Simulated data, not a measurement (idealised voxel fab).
A process module follows: voxel released beams.
Pictured: cross-section cut, 145 nm wide, on a grid of 5 nm square cells.
A cross-section is a grid of square cells, given in bands from the top down. A band is one or more rows of cells. The band entry comprises the height of the band's top followed by the height of its bottom, expressed in nm, and subsequently the band's materials from left to right, each stated together with its width in nm. Where a single material is marked with the word "full width", that material fills the band from edge to edge. The word "empty" represents empty space. Zero point of the height axis is 0; under it, received wafer = one material. Lowest band: continues down indefinitely, "0 -> down". The expression "30 to 40" gives the width at the extremes of the band, the first number at its top row of cells and the second at its bottom row, with the width changing by equal amounts from each row to the next in between. The designation "no change occurred", where it is given for a processing step, indicates that no cell of the cross-section was altered in the course of that step. What "Sealed void list" gives you is every empty space of 8 cells or more that is cut off from the top. Each appears as width x height at distance, with the distance taken from the left edge and width, height and distance all in nm. Where a step's line continues beyond its settings, the continuation is a remark by the simulator itself on that step. A step line may carry the setting "overlay nm", which, for steps involving a mask, states the distance by which the mask lay to the right of its intended position; negative values denote displacement to the left.
## Planned step list for the process
1: RECEIVE | material Si
2: CONFORMAL_DEP | material Al2O3 | thk nm 10
3: DIRECTIONAL_DEP | material SiO2 | thk nm 20
4: DIRECTIONAL_DEP | material aC | thk nm 15
5: PATTERN | tone open | mask id ANCHOR | material resist | width nm 25 | thk nm 30 | overlay nm 0
6: DIRECTIONAL_ETCH | etch materials aC | depth nm 15
7: STRIP | etch materials resist
8: DIRECTIONAL_ETCH | etch materials SiO2 | depth nm 20
9: STRIP | etch materials aC
10: CONFORMAL_DEP | material SiN | thk nm 10
11: PATTERN | tone cover | mask id BEAM | material resist | width nm 80 | thk nm 15 | overlay nm 0
12: DIRECTIONAL_ETCH | etch materials SiN | depth nm 10
13: STRIP | etch materials resist
14: STRIP | etch materials SiO2
## Received-state cross-section, reflecting completion of step 1
> 0 -> down | Si full width
> Sealed void list: none
## Starting wafer: above. Plan: above. Run: one mistake. Cross-section after the module: below
> 40 -> 30 | empty 35 nm / SiN 10 nm / empty 5 nm / SiN 60 nm / empty 35 nm
> 30 -> 20 | empty 35 nm / SiN 10 nm / empty 5 nm / SiN 10 nm / empty 85 nm
> 20 -> 10 | empty 35 nm / SiN 25 nm / empty 85 nm
> 10 -> 0 | Al2O3 full width
> 0 -> down | Si full width
> Sealed void list: none
What broke from the plan during processing? step 11 was not run as planned; what actually ran was PATTERN | tone cover | mask id BEAM | material resist | width nm 75 | thk nm 15 | overlay nm 0
